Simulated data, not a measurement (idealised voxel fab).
Documented hereafter: the process module known as voxel ribs on slabs.
Square cells of 5 nm make up the cross-section cut, whose width is 155 nm.
Heads up, the way a cross-section reads in here is a grid of square cells, handed over as bands from the top down, with every band being one or more rows of cells.
What a band's entry tells you: where the top is and where the bottom is, as heights in nm, and after that what lies inside, material by material from left to right, each with its width in nm. Empty space is written as the word "air", and a single material marked with the word "all across" occupies the band from edge to edge.
It should be noted that heights are counted from 0, beneath which the wafer as supplied is of one material throughout, and that the lowest band possesses no lower boundary but continues downward, as written in "0 nm and below".
Think of "30..40" as a width that walks from the first number to the second as you go down the band, top row to bottom row, taking equal-sized steps from row to row.
Where a step carries "remained unchanged", the cross-section came out of it unchanged, cell for cell.
Voids not open to the top, 8 cells minimum: see "Closed void register". Written width x height at distance; distance is from the left edge; nm.
Anything after a step's settings on that line? It's the simulator's own note about the step.
Each step line may optionally specify "overlay nm", which for a step with a mask gives the rightward distance between the mask's planned place and where it lay, a negative value indicating the leftward direction.

### Set out below are the planned steps of the process
1 RECEIVE [material Si]
2 DIRECTIONAL_DEP [material SiO2] [thk nm 30]
3 DIRECTIONAL_DEP [material polySi] [thk nm 15]
4 MASKED_ETCH [tone cover] [mask id RIB] [width nm 20] [etch materials polySi] [depth nm 5] [overlay nm 0]
5 MASKED_ETCH [tone cover] [mask id SLAB] [width nm 50] [etch materials polySi] [depth nm 10] [overlay nm 0]
6 FILL_DEP [material SiO2] [thk nm 25]
7 CMP [height nm 60]
8 DIRECTIONAL_DEP [material TiN] [thk nm 5]
9 PATTERN [tone cover] [mask id HEATER] [material resist] [width nm 30] [thk nm 20] [overlay nm 0]
10 DIRECTIONAL_ETCH [etch materials TiN] [depth nm 5]
11 STRIP [etch materials resist]
12 CONFORMAL_DEP [material SiO2] [thk nm 10]

### Received-state cross-section, reflecting completion of step 1
	0 nm and below | Si all across
	Closed void register: none

### The cross-section shown corresponds to the wafer at the conclusion of the module. The initial structure and the process plan are those presented above; however, one mistake occurred in executing the plan
	75 nm to 70 nm | 50 of air, 50 of SiO2, 55 of air
	70 nm to 65 nm | SiO2 all across
	65 nm to 60 nm | 60 of SiO2, 30 of TiN, 65 of SiO2
	60 nm to 45 nm | SiO2 all across
	45 nm to 40 nm | 65 of SiO2, 25 of polySi, 65 of SiO2
	40 nm to 30 nm | 50 of SiO2, 50 of polySi, 55 of SiO2
	30 nm to 0 nm | SiO2 all across
	0 nm and below | Si all across
	Closed void register: none
The mistake made against the process plan was this: step 4 went in with a setting other than planned; the actual run was MASKED_ETCH [tone cover] [mask id RIB] [width nm 25] [etch materials polySi] [depth nm 5] [overlay nm 0]
